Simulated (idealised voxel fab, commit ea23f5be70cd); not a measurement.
Proc. module: voxel self aligned contacts
The width of the displayed cross-section, cut, is 185 nm; its cells are square, with a size of 5 nm.
A cross-section in this document is a grid of square cells, and it is written down as bands, the top band listed before the ones below it; a band is made up of one or more rows of cells.
Look at the band entry: it leads with the top's height and the bottom's height in nm. Then it lists the materials left to right, with a width in nm for each. The word "throughout" on a single material says that material fills the band edge to edge. The word "blank" is empty space.
All heights in this document are referenced to 0, defined as the level beneath which the wafer, as received, consists entirely of one material. The lowest band is not bounded below; it extends indefinitely downward and is written in the form "from 0 down".
With a width like "30->40", each row of cells in the band differs from the next by the same amount, the top row carrying the first number and the bottom row the second.
Any step labelled "no modifications" changed none of the cells in the cross-section.
Reported under the label "Closed empty spaces" are the empty spaces having no open way to the top and comprising 8 cells or more; the notation for each is width x height at distance, in which the distance is measured from the left edge and all three values are in nm.
It should be noted that, on the line of a given step, the content following the step's settings is a remark produced by the simulator itself with respect to that step.
You can add "overlay nm" to a step's line. For a step with a mask, it describes how far the mask lay to the right of its planned position, and a negative number describes a lay to the left.
PROCESS STEPS - PLAN
1 op RECEIVE | material Si
2 op CONFORMAL_DEP | material SiO2 | thk nm 5
3 op DIRECTIONAL_DEP | material polySi | thk nm 20
4 op DIRECTIONAL_DEP | material SiN | thk nm 20
5 op PATTERN | tone cover | mask id GATE | material resist | width nm 25 | pitch nm 60 | thk nm 15 | overlay nm 0
6 op DIRECTIONAL_ETCH | etch materials SiN | depth nm 20
7 op DIRECTIONAL_ETCH | etch materials polySi | depth nm 20
8 op STRIP | etch materials resist
9 op CONFORMAL_DEP | material SiN | thk nm 5
10 op DIRECTIONAL_ETCH | etch materials SiN | depth nm 5
11 op FILL_DEP | material SiO2 | thk nm 15
12 op CMP | height nm 50
13 op PATTERN | tone open | mask id CONTACT | material resist | width nm 45 | thk nm 15 | overlay nm 0
14 op DIRECTIONAL_ETCH | etch materials SiO2 | depth nm 50
15 op STRIP | etch materials resist
16 op CONFORMAL_DEP | material TiN | thk nm 5
17 op FILL_DEP | material Ru | thk nm 5
18 op CMP | height nm 50
19 op CONFORMAL_DEP | material SiN | thk nm 5
RECEIVED-STATE CROSS-SECTION, REFLECTING COMPLETION OF STEP 1
* from 0 down  Si throughout
* Closed empty spaces: none
CROSS-SECTION: FIRST OF TWO WAFERS, MODULE FINISHED, RUN ACCORDING TO PLAN
* from 55 to 50  SiN throughout
* from 50 to 45  70 of SiO2; 15 of TiN; 15 of Ru; 15 of TiN; 70 of SiO2
* from 45 to 25  45 of SiO2; 35 of SiN; 5 of TiN; 15 of Ru; 5 of TiN; 35 of SiN; 45 of SiO2
* from 25 to 5  45 of SiO2; 5 of SiN; 25 of polySi; 5 of SiN; 5 of TiN; 15 of Ru; 5 of TiN; 5 of SiN; 25 of polySi; 5 of SiN; 45 of SiO2
* from 5 to 0  80 of SiO2; 25 of TiN; 80 of SiO2
* from 0 down  Si throughout
* Closed empty spaces: none
WHAT THE SECOND WAFER LOOKS LIKE IN CROSS-SECTION ONCE THE MODULE IS DONE. ITS START AND ITS PLAN MATCHED THE FIRST WAFER'S EXACTLY; WHAT DIFFERED WAS ONE MISTAKE IN HOW IT WAS RUN
* from 55 to 50  SiN throughout
* from 50 to 45  70 of SiO2; 15 of TiN; 15 of Ru; 15 of TiN; 70 of SiO2
* from 45 to 30  45 of SiO2; 5 of SiN; 25 of polySi; 5 of SiN; 5 of TiN; 15 of Ru; 5 of TiN; 5 of SiN; 25 of polySi; 5 of SiN; 45 of SiO2
* from 30 to 25  45 of SiO2; 5 of SiN; 25 of polySi; 5 of SiN; 25 of TiN; 5 of SiN; 25 of polySi; 5 of SiN; 45 of SiO2
* from 25 to 5  SiN throughout
* from 5 to 0  SiO2 throughout
* from 0 down  Si throughout
* Closed empty spaces: none
Diagnosis: it was found that steps 3 and 4 of the process plan had been performed in exchanged positions
Final difference in cells, second wafer against first, listed per material as more or fewer: 15 fewer of Ru | 92 more of SiN | 67 fewer of SiO2 | 10 fewer of TiN
